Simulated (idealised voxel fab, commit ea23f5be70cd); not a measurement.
process module | voxel local oxidation
cross-section cut | 150 nm wide | cells 5 nm
A cross-section is a grid of square cells, given in bands from the top down. A band is one or more rows of cells.
Each band's line starts with the height of the band's top and of its bottom, in nm. Then come its materials from left to right, each with its width in nm. One material with "throughout" fills the band from edge to edge. "air" is empty space.
Height 0 is the level under which the wafer as received is all one material. The lowest band goes on downwards, as in "0 down".
A width such as "30 to 40" changes by the same amount from each row of cells to the next, from the band's top row to its bottom row.
"no change" after a step means that no cell of the cross-section changed.
closed voids: empty space of 8 cells or more with no open way to the top, each as width x height at its distance from the left edge, in nm
after a step's settings: what the simulator itself notes on the step
overlay nm, on a step with a mask: how far to the right of its planned place the mask lay; to the left if negative
plan
1 op RECEIVE | material Si
2 op CONFORMAL_DEP | material SiO2 | thk nm 5
3 op CONFORMAL_DEP | material SiN | thk nm 10
4 op MASKED_ETCH | tone cover | mask id ACTIVE | width nm 90 | etch materials SiN | depth nm 10 | overlay nm 0
5 op SELECTIVE_ETCH | etch materials SiO2 | depth nm 5
6 op OXIDIZE | depth nm 15
7 op STRIP | etch materials SiN
as received, after step 1
  0 down: Si throughout
  closed voids: none
first wafer at the end, as planned
  5 to 0: air 35 | SiO2 80 | air 35
  0 to -15: SiO2 50 | Si 50 | SiO2 50
  -15 down: Si throughout
  closed voids: none
second wafer at the end: like start, like plan, one mistake
  0 to -15: air 50 | Si 50 | air 50
  -15 down: Si throughout
  closed voids: none
what went wrong: step 7 ran as: op STRIP | etch materials SiO2
at the end the second wafer has, in cells: 76 fewer of SiO2
